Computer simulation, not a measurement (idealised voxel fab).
Module name: voxel self aligned vias (process module)
The figure presents cross-section cut, which has a width of 140 nm and is divided into square cells with an edge length of 5 nm.
This document writes a cross-section as a grid whose cells are square, and gives it as bands, listed from the top down; one or more rows of cells form a band. Look at the band entry: it leads with the top's height and the bottom's height in nm. Then it lists the materials left to right, with a width in nm for each. The word "full width" on a single material says that material fills the band edge to edge. The word "blank" is empty space. Below 0: as-received wafer, all one material; heights counted from there. Lowest band: no bottom, goes on down, written "0..down". The width entry "30..40" should be interpreted row by row: the top row of cells in the band takes the first number, the bottom row takes the second number, and the change between adjacent rows is uniform throughout. You'll sometimes find "left unchanged" written for a step, and that's the way of saying that nowhere in the cross-section did a cell change during that step. "Closed void roster" - sealed voids, min. 8 cells, no opening to top; format: width x height at distance (distance from left edge; nm throughout). Note: text after step settings on the step line = simulator remark on that step. overlay nm: where the mask lay relative to plan, measured to the right, on steps with a mask; negatives go left.
### The planned process steps are enumerated hereunder
1: RECEIVE | material Si
2: CONFORMAL_DEP | material SiO2 | thk nm 10
3: CONFORMAL_DEP | material SiCN | thk nm 5
4: DIRECTIONAL_DEP | material lowk | thk nm 20
5: MASKED_ETCH | tone open | mask id LINES | width nm 30 | pitch nm 70 | etch materials lowk | depth nm 20 | overlay nm 0
6: CONFORMAL_DEP | material TiN | thk nm 5
7: FILL_DEP | material Ru | thk nm 5
8: CMP | height nm 35
9: SELECTIVE_ETCH | etch materials W Ru TiN | depth nm 5
10: FILL_DEP | material SiN | thk nm 10
11: CMP | height nm 35
12: DIRECTIONAL_DEP | material lowk | thk nm 20
13: PATTERN | tone open | mask id VIAS | material resist | width nm 40 | thk nm 20 | overlay nm 0
14: DIRECTIONAL_ETCH | etch materials lowk | depth nm 20
15: DIRECTIONAL_ETCH | etch materials SiN | depth nm 5
16: STRIP | etch materials resist
17: CONFORMAL_DEP | material TiN | thk nm 5
18: FILL_DEP | material Cu | thk nm 10
19: CMP | height nm 55
20: CONFORMAL_DEP | material SiCN | thk nm 5
### Run as planned: first of two wafers
### Cross-sectional view of the wafer in its as-received condition, corresponding to the state after step 1
    0..down = Si full width
    Closed void roster: none
### Wafer section view after processing step 2
    10..0 = SiO2 full width
    Below a height of 0, the structure has not been altered.
### Wafer section view after processing step 3
    15..10 = SiCN full width
    Below a height of 10, the structure has not been altered.
### Wafer section view after processing step 4
    35..15 = lowk full width
    Below a height of 15, the structure has not been altered.
### Wafer section view after processing step 5
    35..15 = lowk 20, then blank 30, then lowk 40, then blank 30, then lowk 20
    Below a height of 15, the structure has not been altered.
### Wafer section view after processing step 6
    40..35 = TiN 25, then blank 20, then TiN 50, then blank 20, then TiN 25
    35..20 = lowk 20, then TiN 5, then blank 20, then TiN 5, then lowk 40, then TiN 5, then blank 20, then TiN 5, then lowk 20
    20..15 = lowk 20, then TiN 30, then lowk 40, then TiN 30, then lowk 20
    Below a height of 15, the structure has not been altered.
### Wafer section view after processing step 7
    45..40 = Ru full width
    40..35 = TiN 25, then Ru 20, then TiN 50, then Ru 20, then TiN 25
    35..20 = lowk 20, then TiN 5, then Ru 20, then TiN 5, then lowk 40, then TiN 5, then Ru 20, then TiN 5, then lowk 20
    Below a height of 20, the structure has not been altered.
### Wafer section view after processing step 8
    35..20 = lowk 20, then TiN 5, then Ru 20, then TiN 5, then lowk 40, then TiN 5, then Ru 20, then TiN 5, then lowk 20
    Below a height of 20, the structure has not been altered.
### Wafer section view after processing step 9
    35..30 = lowk 20, then blank 30, then lowk 40, then blank 30, then lowk 20
    Below a height of 30, the structure has not been altered.
### Wafer section view after processing step 10
    45..35 = SiN full width
    35..30 = lowk 20, then SiN 30, then lowk 40, then SiN 30, then lowk 20
    Below a height of 30, the structure has not been altered.
### Wafer section view after processing step 11
    35..30 = lowk 20, then SiN 30, then lowk 40, then SiN 30, then lowk 20
    Below a height of 30, the structure has not been altered.
### Wafer section view after processing step 12
    55..35 = lowk full width
    Below a height of 35, the structure has not been altered.
### Wafer section view after processing step 13
    75..55 = resist 15, then blank 40, then resist 85
    Below a height of 55, the structure has not been altered.
### Wafer section view after processing step 14
    75..55 = resist 15, then blank 40, then resist 85
    55..35 = lowk 15, then blank 40, then lowk 85
    Below a height of 35, the structure has not been altered.
### Wafer section view after processing step 15
    75..55 = resist 15, then blank 40, then resist 85
    55..35 = lowk 15, then blank 40, then lowk 85
    35..30 = lowk 20, then blank 30, then lowk 40, then SiN 30, then lowk 20
    Below a height of 30, the structure has not been altered.
### Wafer section view after processing step 16
    55..35 = lowk 15, then blank 40, then lowk 85
    Below a height of 35, the structure has not been altered.
### Wafer section view after processing step 17
    60..55 = TiN 20, then blank 30, then TiN 90
    55..40 = lowk 15, then TiN 5, then blank 30, then TiN 5, then lowk 85
    40..35 = lowk 15, then TiN 10, then blank 20, then TiN 10, then lowk 85
    35..30 = lowk 20, then TiN 30, then lowk 40, then SiN 30, then lowk 20
    Below a height of 30, the structure has not been altered.
### Wafer section view after processing step 18
    70..60 = Cu full width
    60..55 = TiN 20, then Cu 30, then TiN 90
    55..40 = lowk 15, then TiN 5, then Cu 30, then TiN 5, then lowk 85
    40..35 = lowk 15, then TiN 10, then Cu 20, then TiN 10, then lowk 85
    Below a height of 35, the structure has not been altered.
### Wafer section view after processing step 19
    55..40 = lowk 15, then TiN 5, then Cu 30, then TiN 5, then lowk 85
    Below a height of 40, the structure has not been altered.
### Wafer section view after processing step 20
    60..55 = SiCN full width
    Below a height of 55, the structure has not been altered.
### The second wafer was prepared from the same starting point and under the same plan as the first; its processing contained one mistake, and it remains indistinguishable from the first wafer up to and including step 2
### Second wafer, section view, time point: scheduled end of step 3
    30..10 = lowk full width
    Below a height of 10, the structure has not been altered.
### Second wafer, section view, time point: scheduled end of step 4
    35..30 = SiCN full width
    Below a height of 30, the structure has not been altered.
Second wafer, section view, time point: scheduled end of step 5: left unchanged
### Second wafer, section view, time point: scheduled end of step 6
    40..35 = TiN full width
    Below a height of 35, the structure has not been altered.
### Second wafer, section view, time point: scheduled end of step 7
    45..40 = Ru full width
    Below a height of 40, the structure has not been altered.
### Second wafer, section view, time point: scheduled end of step 8
    35..30 = SiCN full width
    Below a height of 30, the structure has not been altered.
Second wafer, section view, time point: scheduled end of step 9: left unchanged
### Second wafer, section view, time point: scheduled end of step 10
    45..35 = SiN full width
    Below a height of 35, the structure has not been altered.
### Second wafer, section view, time point: scheduled end of step 11
    35..30 = SiCN full width
    Below a height of 30, the structure has not been altered.
### Second wafer, section view, time point: scheduled end of step 12
    55..35 = lowk full width
    Below a height of 35, the structure has not been altered.
### Second wafer, section view, time point: scheduled end of step 13
    75..55 = resist 15, then blank 40, then resist 85
    Below a height of 55, the structure has not been altered.
### Second wafer, section view, time point: scheduled end of step 14
    75..55 = resist 15, then blank 40, then resist 85
    55..35 = lowk 15, then blank 40, then lowk 85
    Below a height of 35, the structure has not been altered.
Second wafer, section view, time point: scheduled end of step 15: left unchanged
### Second wafer, section view, time point: scheduled end of step 16
    55..35 = lowk 15, then blank 40, then lowk 85
    Below a height of 35, the structure has not been altered.
### Second wafer, section view, time point: scheduled end of step 17
    60..55 = TiN 20, then blank 30, then TiN 90
    55..40 = lowk 15, then TiN 5, then blank 30, then TiN 5, then lowk 85
    40..35 = lowk 15, then TiN 40, then lowk 85
    Below a height of 35, the structure has not been altered.
### Second wafer, section view, time point: scheduled end of step 18
    70..60 = Cu full width
    60..55 = TiN 20, then Cu 30, then TiN 90
    55..40 = lowk 15, then TiN 5, then Cu 30, then TiN 5, then lowk 85
    Below a height of 40, the structure has not been altered.
### Second wafer, section view, time point: scheduled end of step 19
    55..40 = lowk 15, then TiN 5, then Cu 30, then TiN 5, then lowk 85
    Below a height of 40, the structure has not been altered.
### Second wafer, section view, time point: scheduled end of step 20
    60..55 = SiCN full width
    Below a height of 55, the structure has not been altered.
Misprocessing identified: it was found that steps 3 and 4 of the process plan had been performed in exchanged positions
The second wafer ends with more or fewer cells of some materials than the first, per final count: Cu -4, Ru -16, SiN -6, TiN -22, lowk +48
